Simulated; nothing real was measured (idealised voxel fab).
The process module presented herein is designated voxel wiring stack.
This is section cut - it's 195 nm across, gridded in 5 nm square cells.
Square cells in a grid make up a cross-section in this document, and the grid is given as bands, listed from the top down, each one or more rows of cells. For a band, the entry starts with two heights in nm, that of the top and then that of the bottom, and carries on with the band's materials in order from left to right, each alongside its width in nm; the word "throughout" beside a single material means it fills the band edge to edge, and "air" means empty space. Basically, 0 is our baseline, since under it the wafer straight out of the box is all one material. The bottom band has no lower end and keeps on going down, so it looks like "top 0, no bottom". Think of "30 to 40" as a width that walks from the first number to the second as you go down the band, top row to bottom row, taking equal-sized steps from row to row. The cross-section has no changed cell in any step marked "no change occurred". Empty spaces counting at least 8 cells and having no open way to the top are listed in "Unvented cavities". The notation width x height at distance is used for each, the distance being from the left edge and all three values in nm. Formally, on a step line, whatever follows the settings is a remark that the simulator itself makes on the step. overlay nm: mask offset rightward from planned place, masked step; negative means leftward offset.
-- The following list gives the planned process steps
1: RECEIVE,material Si
2: CONFORMAL_DEP,material SiO2,thk nm 15
3: DIRECTIONAL_DEP,material TiN,thk nm 5
4: DIRECTIONAL_DEP,material W,thk nm 20
5: MASKED_ETCH,tone cover,mask id METAL_1,width nm 25,pitch nm 55,etch materials W,depth nm 20,overlay nm 0
6: MASKED_ETCH,tone cover,mask id METAL_1,width nm 25,pitch nm 55,etch materials TiN,depth nm 5,overlay nm 0
7: CONFORMAL_DEP,material SiN,thk nm 5
8: FILL_DEP,material lowk,thk nm 5
9: CMP,height nm 40
10: CONFORMAL_DEP,material SiCN,thk nm 5
11: DIRECTIONAL_DEP,material SiO2,thk nm 15
12: DIRECTIONAL_DEP,material aC,thk nm 10
13: PATTERN,tone open,mask id PLUG_1,material resist,width nm 15,thk nm 25,overlay nm 0
14: DIRECTIONAL_ETCH,etch materials aC,depth nm 10
15: STRIP,etch materials resist
16: DIRECTIONAL_ETCH,etch materials SiO2,depth nm 15
17: DIRECTIONAL_ETCH,etch materials SiCN,depth nm 5
18: STRIP,etch materials aC
19: EPI,material Ru,thk nm 10
20: EPI,material Ru,thk nm 10
21: CONFORMAL_DEP,material SiN,thk nm 5
22: DIRECTIONAL_DEP,material SiO2,thk nm 25
23: PATTERN,tone open,mask id METAL_2,material resist,width nm 25,pitch nm 55,thk nm 15,overlay nm 0
24: DIRECTIONAL_ETCH,etch materials SiO2,depth nm 25
25: DIRECTIONAL_ETCH,etch materials SiN,depth nm 5
26: STRIP,etch materials resist
27: CONFORMAL_DEP,material TiN,thk nm 5
28: FILL_DEP,material W,thk nm 10
29: CMP,height nm 90
30: CONFORMAL_DEP,material SiN,thk nm 5
-- As-received state of the wafer in cross-section, equivalent to post-step 1
  top 0, no bottom: Si throughout
  Unvented cavities: none
-- End-of-module XS, first of two wafers, run as planned
  top 95, bottom 90: SiN throughout
  top 90, bottom 65: 55 SiO2 / 5 TiN / 15 W / 5 TiN / 30 SiO2 / 5 TiN / 15 W / 5 TiN / 60 SiO2
  top 65, bottom 60: 55 SiN / 25 TiN / 30 SiN / 25 TiN / 60 SiN
  top 60, bottom 45: 55 SiO2 / 15 Ru / 125 SiO2
  top 45, bottom 40: 55 SiCN / 15 Ru / 125 SiCN
  top 40, bottom 20: 50 lowk / 5 SiN / 25 W / 5 SiN / 20 lowk / 5 SiN / 25 W / 5 SiN / 55 lowk
  top 20, bottom 15: 55 SiN / 25 TiN / 30 SiN / 25 TiN / 60 SiN
  top 15, bottom 0: SiO2 throughout
  top 0, no bottom: Si throughout
  Unvented cavities: none
-- Cross-sectional image of the second wafer of the two following completion of the module. Starting state and process plan were the same as for the first wafer; one execution error occurred
  top 95, bottom 90: SiN throughout
  top 90, bottom 85: 55 SiN / 25 TiN / 30 SiN / 25 TiN / 60 SiN
  top 85, bottom 60: SiO2 throughout
  top 60, bottom 45: 55 SiO2 / 15 Ru / 125 SiO2
  top 45, bottom 40: 55 SiCN / 15 Ru / 125 SiCN
  top 40, bottom 20: 50 lowk / 5 SiN / 25 W / 5 SiN / 20 lowk / 5 SiN / 25 W / 5 SiN / 55 lowk
  top 20, bottom 15: 55 SiN / 25 TiN / 30 SiN / 25 TiN / 60 SiN
  top 15, bottom 0: SiO2 throughout
  top 0, no bottom: Si throughout
  Unvented cavities: none
Against the plan, the run slipped here: order of steps 21 and 22 inverted relative to the plan
Per the end-of-run cell counts, the second wafer holds more or fewer of some materials than the first: SiO2 +50 | TiN -20 | W -30
